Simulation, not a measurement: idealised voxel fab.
Process module name: voxel fin reveal
Square cell edge 5 nm, section width 220 nm, ID cut.
We lay out every cross-section as a grid of square cells and spell it out in bands from the top down, where one band means one or more rows of cells. The band entry comprises the height of the band's top followed by the height of its bottom, expressed in nm, and subsequently the band's materials from left to right, each stated together with its width in nm. Where a single material is marked with the word "everywhere", that material fills the band from edge to edge. The word "empty" represents empty space. Height 0 is the level under which the wafer as received is all one material. The lowest band goes on downwards, as in "from 0 down". A width such as "30..40" changes by the same amount from each row of cells to the next, from the band's top row to its bottom row. Take "no modifications" at face value: in the step it is given for, the cross-section changed in none of its cells. Sealed cavities: empty space of 8 cells or more with no open way to the top, each as width x height at its distance from the left edge, in nm. On a step's line, text after the settings is the simulator commenting on that step. For masked steps, "overlay nm" on the step line gives how far right of plan the mask actually lay; a minus sign means it lay to the left. Reading guide: pairs of cross-sections, before and after one process step; after view cut off at lowest changed band; step and settings listed under each pair. Pairs may stem from different runs of this module on the same starting wafer; continuity with the pair above only where the "State before" entry states it.
State before
> from 0 down: Si everywhere
> Sealed cavities: none
Sectional Result
> from 10 to 0: SiN everywhere
> Whatever lies below 0 is exactly as it was before.
> Sealed cavities: none
Which operation lies between the before and after views above? CONFORMAL_DEP [material SiN] [thk nm 10]
State before: carried over from the after image of the pair right above.
Sectional Result
> from 10 to 0: empty 40 nm, then SiN 15 nm, then empty 25 nm, then SiN 15 nm, then empty 25 nm, then SiN 15 nm, then empty 25 nm, then SiN 15 nm, then empty 45 nm
> Whatever lies below 0 is exactly as it was before.
> Sealed cavities: none
Which operation lies between the before and after views above? MASKED_ETCH [tone cover] [mask id FINS] [width nm 15] [pitch nm 40] [etch materials SiN] [depth nm 10] [overlay nm 0]
State before: carried over from the after image of the pair right above.
Sectional Result
> from 10 to 0: empty 40 nm, then SiN 15 nm, then empty 25 nm, then SiN 15 nm, then empty 25 nm, then SiN 15 nm, then empty 25 nm, then SiN 15 nm, then empty 45 nm
> from 0 to -40: empty 40 nm, then Si 15 nm, then empty 25 nm, then Si 15 nm, then empty 25 nm, then Si 15 nm, then empty 25 nm, then Si 15 nm, then empty 45 nm
> Whatever lies below -40 is exactly as it was before.
> Sealed cavities: none
Which operation lies between the before and after views above? MASKED_ETCH [tone cover] [mask id FINS] [width nm 15] [pitch nm 40] [etch materials Si] [depth nm 40] [overlay nm 0]
State before: carried over from the after image of the pair right above.
Sectional Result
> from 10 to 0: empty 40 nm, then SiN 15 nm, then empty 25 nm, then SiN 15 nm, then empty 25 nm, then SiN 15 nm, then empty 25 nm, then SiN 15 nm, then empty 45 nm
> from 0 to -40: empty 40 nm, then SiO2 5 nm, then Si 5 nm, then SiO2 5 nm, then empty 25 nm, then SiO2 5 nm, then Si 5 nm, then SiO2 5 nm, then empty 25 nm, then SiO2 5 nm, then Si 5 nm, then SiO2 5 nm, then empty 25 nm, then SiO2 5 nm, then Si 5 nm, then SiO2 5 nm, then empty 45 nm
> from -40 to -45: SiO2 45 nm, then Si 5 nm, then SiO2 35 nm, then Si 5 nm, then SiO2 35 nm, then Si 5 nm, then SiO2 35 nm, then Si 5 nm, then SiO2 50 nm
> Whatever lies below -45 is exactly as it was before.
> Sealed cavities: none
Which operation lies between the before and after views above? OXIDIZE [depth nm 5]
State before: carried over from the after image of the pair right above.
Sectional Result
> from 15 to 10: SiO2 everywhere
> from 10 to 0: SiO2 40 nm, then SiN 15 nm, then SiO2 25 nm, then SiN 15 nm, then SiO2 25 nm, then SiN 15 nm, then SiO2 25 nm, then SiN 15 nm, then SiO2 45 nm
> from 0 to -45: SiO2 45 nm, then Si 5 nm, then SiO2 35 nm, then Si 5 nm, then SiO2 35 nm, then Si 5 nm, then SiO2 35 nm, then Si 5 nm, then SiO2 50 nm
> Whatever lies below -45 is exactly as it was before.
> Sealed cavities: none
Which operation lies between the before and after views above? FILL_DEP [material SiO2] [thk nm 5]
State before: carried over from the after image of the pair right above.
Sectional Result
> from 10 to 0: SiO2 40 nm, then SiN 15 nm, then SiO2 25 nm, then SiN 15 nm, then SiO2 25 nm, then SiN 15 nm, then SiO2 25 nm, then SiN 15 nm, then SiO2 45 nm
> Whatever lies below 0 is exactly as it was before.
> Sealed cavities: none
Which operation lies between the before and after views above? CMP [height nm 10]
State before: carried over from the after image of the pair right above.
Sectional Result
> from 10 to 0: empty 40 nm, then SiN 15 nm, then empty 25 nm, then SiN 15 nm, then empty 25 nm, then SiN 15 nm, then empty 25 nm, then SiN 15 nm, then empty 45 nm
> from 0 to -30: empty 45 nm, then Si 5 nm, then empty 35 nm, then Si 5 nm, then empty 35 nm, then Si 5 nm, then empty 35 nm, then Si 5 nm, then empty 50 nm
> Whatever lies below -30 is exactly as it was before.
> Sealed cavities: none
Which operation lies between the before and after views above? SELECTIVE_ETCH [etch materials SiO2] [depth nm 40]
State before: carried over from the after image of the pair right above.
Sectional Result
> from 0 to -30: empty 45 nm, then Si 5 nm, then empty 35 nm, then Si 5 nm, then empty 35 nm, then Si 5 nm, then empty 35 nm, then Si 5 nm, then empty 50 nm
> Whatever lies below -30 is exactly as it was before.
> Sealed cavities: none
Which operation lies between the before and after views above? STRIP [etch materials SiN]
State before
> from 10 to 0: empty 40 nm, then SiN 15 nm, then empty 25 nm, then SiN 15 nm, then empty 25 nm, then SiN 15 nm, then empty 25 nm, then SiN 15 nm, then empty 45 nm
> from 0 to -30: empty 45 nm, then Si 5 nm, then empty 35 nm, then Si 5 nm, then empty 35 nm, then Si 5 nm, then empty 35 nm, then Si 5 nm, then empty 50 nm
> from -30 to -45: SiO2 45 nm, then Si 5 nm, then SiO2 35 nm, then Si 5 nm, then SiO2 35 nm, then Si 5 nm, then SiO2 35 nm, then Si 5 nm, then SiO2 50 nm
> from -45 down: Si everywhere
> Sealed cavities: none
Sectional Result
> from 10 to 0: empty 40 nm, then SiN 15 nm, then empty 25 nm, then SiN 15 nm, then empty 25 nm, then SiN 15 nm, then empty 25 nm, then SiN 15 nm, then empty 45 nm
> from 0 to -45: empty 45 nm, then Si 5 nm, then empty 35 nm, then Si 5 nm, then empty 35 nm, then Si 5 nm, then empty 35 nm, then Si 5 nm, then empty 50 nm
> Whatever lies below -45 is exactly as it was before.
> Sealed cavities: none
Which operation lies between the before and after views above? SELECTIVE_ETCH [etch materials SiO2] [depth nm 40]
State before: carried over from the after image of the pair right above.
Sectional Result
> from 0 to -45: empty 45 nm, then Si 5 nm, then empty 35 nm, then Si 5 nm, then empty 35 nm, then Si 5 nm, then empty 35 nm, then Si 5 nm, then empty 50 nm
> Whatever lies below -45 is exactly as it was before.
> Sealed cavities: none
Which operation lies between the before and after views above? STRIP [etch materials SiN]
State before
> from 10 to 0: SiO2 40 nm, then SiN 15 nm, then SiO2 25 nm, then SiN 15 nm, then SiO2 25 nm, then SiN 15 nm, then SiO2 25 nm, then SiN 15 nm, then SiO2 45 nm
> from 0 to -45: SiO2 45 nm, then Si 5 nm, then SiO2 35 nm, then Si 5 nm, then SiO2 35 nm, then Si 5 nm, then SiO2 35 nm, then Si 5 nm, then SiO2 50 nm
> from -45 down: Si everywhere
> Sealed cavities: none
Sectional Result
> from 10 to 0: SiO2 40 nm, then empty 15 nm, then SiO2 25 nm, then empty 15 nm, then SiO2 25 nm, then empty 15 nm, then SiO2 25 nm, then empty 15 nm, then SiO2 45 nm
> Whatever lies below 0 is exactly as it was before.
> Sealed cavities: none
Which operation lies between the before and after views above? STRIP [etch materials SiN]
State before: carried over from the after image of the pair right above.
Sectional Result
> from 0 to -30: empty 45 nm, then Si 5 nm, then empty 35 nm, then Si 5 nm, then empty 35 nm, then Si 5 nm, then empty 35 nm, then Si 5 nm, then empty 50 nm
> from -30 to -40: empty 45 nm, then Si 5 nm, then empty 35 nm, then Si 5 nm, then empty 35 nm, then Si 5 nm, then empty 35 nm, then Si 5 nm, then empty 45 nm, then SiO2 5 nm
> Whatever lies below -40 is exactly as it was before.
> Sealed cavities: none
Which operation lies between the before and after views above? SELECTIVE_ETCH [etch materials SiO2] [depth nm 40]
State before
> from 10 to 0: empty 40 nm, then SiN 15 nm, then empty 25 nm, then SiN 15 nm, then empty 25 nm, then SiN 15 nm, then empty 25 nm, then SiN 15 nm, then empty 45 nm
> from 0 down: Si everywhere
> Sealed cavities: none
Sectional Result
> from 10 to 0: empty 40 nm, then SiN 15 nm, then empty 25 nm, then SiN 15 nm, then empty 25 nm, then SiN 15 nm, then empty 25 nm, then SiN 15 nm, then empty 45 nm
> from 0 to -35: empty 40 nm, then Si 15 nm, then empty 25 nm, then Si 15 nm, then empty 25 nm, then Si 15 nm, then empty 25 nm, then Si 15 nm, then empty 45 nm
> Whatever lies below -35 is exactly as it was before.
> Sealed cavities: none
Which operation lies between the before and after views above? MASKED_ETCH [tone cover] [mask id FINS] [width nm 15] [pitch nm 40] [etch materials Si] [depth nm 35] [overlay nm 0]
State before: carried over from the after image of the pair right above.
Sectional Result
> from 10 to 0: empty 40 nm, then SiN 15 nm, then empty 25 nm, then SiN 15 nm, then empty 25 nm, then SiN 15 nm, then empty 25 nm, then SiN 15 nm, then empty 45 nm
> from 0 to -35: empty 40 nm, then SiO2 5 nm, then Si 5 nm, then SiO2 5 nm, then empty 25 nm, then SiO2 5 nm, then Si 5 nm, then SiO2 5 nm, then empty 25 nm, then SiO2 5 nm, then Si 5 nm, then SiO2 5 nm, then empty 25 nm, then SiO2 5 nm, then Si 5 nm, then SiO2 5 nm, then empty 45 nm
> from -35 to -40: SiO2 45 nm, then Si 5 nm, then SiO2 35 nm, then Si 5 nm, then SiO2 35 nm, then Si 5 nm, then SiO2 35 nm, then Si 5 nm, then SiO2 50 nm
> Whatever lies below -40 is exactly as it was before.
> Sealed cavities: none
Which operation lies between the before and after views above? OXIDIZE [depth nm 5]
State before: carried over from the after image of the pair right above.
Sectional Result
> from 15 to 10: SiO2 everywhere
> from 10 to 0: SiO2 40 nm, then SiN 15 nm, then SiO2 25 nm, then SiN 15 nm, then SiO2 25 nm, then SiN 15 nm, then SiO2 25 nm, then SiN 15 nm, then SiO2 45 nm
> from 0 to -40: SiO2 45 nm, then Si 5 nm, then SiO2 35 nm, then Si 5 nm, then SiO2 35 nm, then Si 5 nm, then SiO2 35 nm, then Si 5 nm, then SiO2 50 nm
> Whatever lies below -40 is exactly as it was before.
> Sealed cavities: none
Which operation lies between the before and after views above? FILL_DEP [material SiO2] [thk nm 5]
State before: carried over from the after image of the pair right above.
Sectional Result
> from 10 to 0: SiO2 40 nm, then SiN 15 nm, then SiO2 25 nm, then SiN 15 nm, then SiO2 25 nm, then SiN 15 nm, then SiO2 25 nm, then SiN 15 nm, then SiO2 45 nm
> Whatever lies below 0 is exactly as it was before.
> Sealed cavities: none
Which operation lies between the before and after views above? CMP [height nm 10]
State before: carried over from the after image of the pair right above.
Sectional Result
> from 10 to 0: empty 40 nm, then SiN 15 nm, then empty 25 nm, then SiN 15 nm, then empty 25 nm, then SiN 15 nm, then empty 25 nm, then SiN 15 nm, then empty 45 nm
> from 0 to -30: empty 45 nm, then Si 5 nm, then empty 35 nm, then Si 5 nm, then empty 35 nm, then Si 5 nm, then empty 35 nm, then Si 5 nm, then empty 50 nm
> Whatever lies below -30 is exactly as it was before.
> Sealed cavities: none
Which operation lies between the before and after views above? SELECTIVE_ETCH [etch materials SiO2] [depth nm 40]
State before: carried over from the after image of the pair right above.
Sectional Result
> from 0 to -30: empty 45 nm, then Si 5 nm, then empty 35 nm, then Si 5 nm, then empty 35 nm, then Si 5 nm, then empty 35 nm, then Si 5 nm, then empty 50 nm
> Whatever lies below -30 is exactly as it was before.
> Sealed cavities: none
Which operation lies between the before and after views above? STRIP [etch materials SiN]
State before
> from 10 to 0: SiN everywhere
> from 0 down: Si everywhere
> Sealed cavities: none
Sectional Result
> from 10 to 0: empty 40 nm, then SiN 20 nm, then empty 20 nm, then SiN 20 nm, then empty 20 nm, then SiN 20 nm, then empty 20 nm, then SiN 20 nm, then empty 40 nm
> Whatever lies below 0 is exactly as it was before.
> Sealed cavities: none
Which operation lies between the before and after views above? MASKED_ETCH [tone cover] [mask id FINS] [width nm 20] [pitch nm 40] [etch materials SiN] [depth nm 10] [overlay nm 0]
State before: carried over from the after image of the pair right above.
Sectional Result
> from 10 to 0: empty 40 nm, then SiN 20 nm, then empty 20 nm, then SiN 20 nm, then empty 20 nm, then SiN 20 nm, then empty 20 nm, then SiN 20 nm, then empty 40 nm
> from 0 to -40: empty 40 nm, then Si 20 nm, then empty 20 nm, then Si 20 nm, then empty 20 nm, then Si 20 nm, then empty 20 nm, then Si 20 nm, then empty 40 nm
> Whatever lies below -40 is exactly as it was before.
> Sealed cavities: none
Which operation lies between the before and after views above? MASKED_ETCH [tone cover] [mask id FINS] [width nm 15] [pitch nm 40] [etch materials Si] [depth nm 40] [overlay nm 0]
State before: carried over from the after image of the pair right above.
Sectional Result
> from 10 to 0: empty 40 nm, then SiN 20 nm, then empty 20 nm, then SiN 20 nm, then empty 20 nm, then SiN 20 nm, then empty 20 nm, then SiN 20 nm, then empty 40 nm
> from 0 to -40: empty 40 nm, then SiO2 5 nm, then Si 10 nm, then SiO2 5 nm, then empty 20 nm, then SiO2 5 nm, then Si 10 nm, then SiO2 5 nm, then empty 20 nm, then SiO2 5 nm, then Si 10 nm, then SiO2 5 nm, then empty 20 nm, then SiO2 5 nm, then Si 10 nm, then SiO2 5 nm, then empty 40 nm
> from -40 to -45: SiO2 45 nm, then Si 10 nm, then SiO2 30 nm, then Si 10 nm, then SiO2 30 nm, then Si 10 nm, then SiO2 30 nm, then Si 10 nm, then SiO2 45 nm
> Whatever lies below -45 is exactly as it was before.
> Sealed cavities: none
Which operation lies between the before and after views above? OXIDIZE [depth nm 5]
State before: carried over from the after image of the pair right above.
Sectional Result
> from 15 to 10: SiO2 everywhere
> from 10 to 0: SiO2 40 nm, then SiN 20 nm, then SiO2 20 nm, then SiN 20 nm, then SiO2 20 nm, then SiN 20 nm, then SiO2 20 nm, then SiN 20 nm, then SiO2 40 nm
> from 0 to -45: SiO2 45 nm, then Si 10 nm, then SiO2 30 nm, then Si 10 nm, then SiO2 30 nm, then Si 10 nm, then SiO2 30 nm, then Si 10 nm, then SiO2 45 nm
> Whatever lies below -45 is exactly as it was before.
> Sealed cavities: none
Which operation lies between the before and after views above? FILL_DEP [material SiO2] [thk nm 5]
State before: carried over from the after image of the pair right above.
Sectional Result
> from 10 to 0: SiO2 40 nm, then SiN 20 nm, then SiO2 20 nm, then SiN 20 nm, then SiO2 20 nm, then SiN 20 nm, then SiO2 20 nm, then SiN 20 nm, then SiO2 40 nm
> Whatever lies below 0 is exactly as it was before.
> Sealed cavities: none
Which operation lies between the before and after views above? CMP [height nm 10]
State before: carried over from the after image of the pair right above.
Sectional Result
> from 10 to 0: empty 40 nm, then SiN 20 nm, then empty 20 nm, then SiN 20 nm, then empty 20 nm, then SiN 20 nm, then empty 20 nm, then SiN 20 nm, then empty 40 nm
> from 0 to -30: empty 45 nm, then Si 10 nm, then empty 30 nm, then Si 10 nm, then empty 30 nm, then Si 10 nm, then empty 30 nm, then Si 10 nm, then empty 45 nm
> Whatever lies below -30 is exactly as it was before.
> Sealed cavities: none
Which operation lies between the before and after views above? SELECTIVE_ETCH [etch materials SiO2] [depth nm 40]
State before: carried over from the after image of the pair right above.
Sectional Result
> from 0 to -30: empty 45 nm, then Si 10 nm, then empty 30 nm, then Si 10 nm, then empty 30 nm, then Si 10 nm, then empty 30 nm, then Si 10 nm, then empty 45 nm
> Whatever lies below -30 is exactly as it was before.
> Sealed cavities: none
Which operation lies between the before and after views above? STRIP [etch materials SiN]
State before
> from 10 to 0: empty 40 nm, then SiN 15 nm, then empty 25 nm, then SiN 15 nm, then empty 25 nm, then SiN 15 nm, then empty 25 nm, then SiN 15 nm, then empty 45 nm
> from 0 down: Si everywhere
> Sealed cavities: none
Sectional Result
> from 10 to 0: empty 40 nm, then SiN 15 nm, then empty 25 nm, then SiN 15 nm, then empty 25 nm, then SiN 15 nm, then empty 25 nm, then SiN 15 nm, then empty 45 nm
> from 0 to -40: empty 30 nm, then Si 25 nm, then empty 15 nm, then Si 25 nm, then empty 15 nm, then Si 25 nm, then empty 15 nm, then Si 25 nm, then empty 45 nm
> Whatever lies below -40 is exactly as it was before.
> Sealed cavities: none
Which operation lies between the before and after views above? MASKED_ETCH [tone cover] [mask id FINS] [width nm 15] [pitch nm 40] [etch materials Si] [depth nm 40] [overlay nm -10]
State before: carried over from the after image of the pair right above.
Sectional Result
> from 10 to 0: empty 40 nm, then SiN 15 nm, then empty 25 nm, then SiN 15 nm, then empty 25 nm, then SiN 15 nm, then empty 25 nm, then SiN 15 nm, then empty 45 nm
> from 0 to -5: empty 30 nm, then SiO2 15 nm, then Si 5 nm, then SiO2 5 nm, then empty 15 nm, then SiO2 15 nm, then Si 5 nm, then SiO2 5 nm, then empty 15 nm, then SiO2 15 nm, then Si 5 nm, then SiO2 5 nm, then empty 15 nm, then SiO2 15 nm, then Si 5 nm, then SiO2 5 nm, then empty 45 nm
> from -5 to -40: empty 30 nm, then SiO2 5 nm, then Si 15 nm, then SiO2 5 nm, then empty 15 nm, then SiO2 5 nm, then Si 15 nm, then SiO2 5 nm, then empty 15 nm, then SiO2 5 nm, then Si 15 nm, then SiO2 5 nm, then empty 15 nm, then SiO2 5 nm, then Si 15 nm, then SiO2 5 nm, then empty 45 nm
> from -40 to -45: SiO2 35 nm, then Si 15 nm, then SiO2 25 nm, then Si 15 nm, then SiO2 25 nm, then Si 15 nm, then SiO2 25 nm, then Si 15 nm, then SiO2 50 nm
> Whatever lies below -45 is exactly as it was before.
> Sealed cavities: none
Which operation lies between the before and after views above? OXIDIZE [depth nm 5]
State before: carried over from the after image of the pair right above.
Sectional Result
> from 15 to 10: SiO2 everywhere
> from 10 to 0: SiO2 40 nm, then SiN 15 nm, then SiO2 25 nm, then SiN 15 nm, then SiO2 25 nm, then SiN 15 nm, then SiO2 25 nm, then SiN 15 nm, then SiO2 45 nm
> from 0 to -5: SiO2 45 nm, then Si 5 nm, then SiO2 35 nm, then Si 5 nm, then SiO2 35 nm, then Si 5 nm, then SiO2 35 nm, then Si 5 nm, then SiO2 50 nm
> from -5 to -45: SiO2 35 nm, then Si 15 nm, then SiO2 25 nm, then Si 15 nm, then SiO2 25 nm, then Si 15 nm, then SiO2 25 nm, then Si 15 nm, then SiO2 50 nm
> Whatever lies below -45 is exactly as it was before.
> Sealed cavities: none
Which operation lies between the before and after views above? FILL_DEP [material SiO2] [thk nm 5]
State before: carried over from the after image of the pair right above.
Sectional Result
> from 10 to 0: SiO2 40 nm, then SiN 15 nm, then SiO2 25 nm, then SiN 15 nm, then SiO2 25 nm, then SiN 15 nm, then SiO2 25 nm, then SiN 15 nm, then SiO2 45 nm
> Whatever lies below 0 is exactly as it was before.
> Sealed cavities: none
Which operation lies between the before and after views above? CMP [height nm 10]
State before: carried over from the after image of the pair right above.
Sectional Result
> from 10 to 0: empty 40 nm, then SiN 15 nm, then empty 25 nm, then SiN 15 nm, then empty 25 nm, then SiN 15 nm, then empty 25 nm, then SiN 15 nm, then empty 45 nm
> from 0 to -5: empty 45 nm, then Si 5 nm, then empty 35 nm, then Si 5 nm, then empty 35 nm, then Si 5 nm, then empty 35 nm, then Si 5 nm, then empty 50 nm
> from -5 to -30: empty 35 nm, then Si 15 nm, then empty 25 nm, then Si 15 nm, then empty 25 nm, then Si 15 nm, then empty 25 nm, then Si 15 nm, then empty 50 nm
> Whatever lies below -30 is exactly as it was before.
> Sealed cavities: none
Which operation lies between the before and after views above? SELECTIVE_ETCH [etch materials SiO2] [depth nm 40]
State before: carried over from the after image of the pair right above.
Sectional Result
> from 0 to -5: empty 45 nm, then Si 5 nm, then empty 35 nm, then Si 5 nm, then empty 35 nm, then Si 5 nm, then empty 35 nm, then Si 5 nm, then empty 50 nm
> Whatever lies below -5 is exactly as it was before.
> Sealed cavities: none
Which operation lies between the before and after views above? STRIP [etch materials SiN]
State before
> from 10 to 0: empty 40 nm, then SiN 15 nm, then empty 25 nm, then SiN 15 nm, then empty 25 nm, then SiN 15 nm, then empty 25 nm, then SiN 15 nm, then empty 45 nm
> from 0 to -30: empty 45 nm, then Si 5 nm, then empty 35 nm, then Si 5 nm, then empty 35 nm, then Si 5 nm, then empty 35 nm, then Si 5 nm, then empty 50 nm
> from -30 to -45: SiO2 45 nm, then Si 5 nm, then SiO2 35 nm, then Si 5 nm, then SiO2 35 nm, then Si 5 nm, then SiO2 35 nm, then Si 5 nm, then SiO2 50 nm
> from -45 down: Si everywhere
> Sealed cavities: none
Sectional Result
> from 10 to 0: empty 40 nm, then SiN 15 nm, then empty 25 nm, then SiN 15 nm, then empty 25 nm, then SiN 15 nm, then empty 25 nm, then SiN 15 nm, then empty 45 nm
> from 0 to -45: empty 45 nm, then Si 5 nm, then empty 35 nm, then Si 5 nm, then empty 35 nm, then Si 5 nm, then empty 35 nm, then Si 5 nm, then empty 50 nm
> Whatever lies below -45 is exactly as it was before.
> Sealed cavities: none
Which operation lies between the before and after views above? STRIP [etch materials SiO2]
State before
> from 10 to 0: SiN everywhere
> from 0 down: Si everywhere
> Sealed cavities: none
Sectional Result
> from 10 to 0: SiN 40 nm, then empty 15 nm, then SiN 25 nm, then empty 15 nm, then SiN 25 nm, then empty 15 nm, then SiN 25 nm, then empty 15 nm, then SiN 45 nm
> Whatever lies below 0 is exactly as it was before.
> Sealed cavities: none
Which operation lies between the before and after views above? MASKED_ETCH [tone open] [mask id FINS] [width nm 15] [pitch nm 40] [etch materials SiN] [depth nm 10] [overlay nm 0]
State before: carried over from the after image of the pair right above.
Sectional Result
> from 10 to 0: SiN 40 nm, then empty 15 nm, then SiN 25 nm, then empty 15 nm, then SiN 25 nm, then empty 15 nm, then SiN 25 nm, then empty 15 nm, then SiN 45 nm
> from 0 to -5: Si 35 nm, then SiO2 25 nm, then Si 15 nm, then SiO2 25 nm, then Si 15 nm, then SiO2 25 nm, then Si 15 nm, then SiO2 25 nm, then Si 40 nm
> Whatever lies below -5 is exactly as it was before.
> Sealed cavities: none
Which operation lies between the before and after views above? OXIDIZE [depth nm 5]
State before: carried over from the after image of the pair right above.
Sectional Result
> from 15 to 10: SiO2 everywhere
> from 10 to 0: SiN 40 nm, then SiO2 15 nm, then SiN 25 nm, then SiO2 15 nm, then SiN 25 nm, then SiO2 15 nm, then SiN 25 nm, then SiO2 15 nm, then SiN 45 nm
> Whatever lies below 0 is exactly as it was before.
> Sealed cavities: none
Which operation lies between the before and after views above? FILL_DEP [material SiO2] [thk nm 5]
State before: carried over from the after image of the pair right above.
Sectional Result
> from 10 to 0: SiN 40 nm, then SiO2 15 nm, then SiN 25 nm, then SiO2 15 nm, then SiN 25 nm, then SiO2 15 nm, then SiN 25 nm, then SiO2 15 nm, then SiN 45 nm
> Whatever lies below 0 is exactly as it was before.
> Sealed cavities: none
Which operation lies between the before and after views above? CMP [height nm 10]
State before: carried over from the after image of the pair right above.
Sectional Result
> from 10 to 0: SiN 40 nm, then empty 15 nm, then SiN 25 nm, then empty 15 nm, then SiN 25 nm, then empty 15 nm, then SiN 25 nm, then empty 15 nm, then SiN 45 nm
> from 0 to -5: Si 35 nm, then empty 25 nm, then Si 15 nm, then empty 25 nm, then Si 15 nm, then empty 25 nm, then Si 15 nm, then empty 25 nm, then Si 40 nm
> Whatever lies below -5 is exactly as it was before.
> Sealed cavities: none
Which operation lies between the before and after views above? SELECTIVE_ETCH [etch materials SiO2] [depth nm 40]
State before: carried over from the after image of the pair right above.
Sectional Result
> from 0 to -5: Si 35 nm, then empty 25 nm, then Si 15 nm, then empty 25 nm, then Si 15 nm, then empty 25 nm, then Si 15 nm, then empty 25 nm, then Si 40 nm
> Whatever lies below -5 is exactly as it was before.
> Sealed cavities: none
Which operation lies between the before and after views above? STRIP [etch materials SiN]
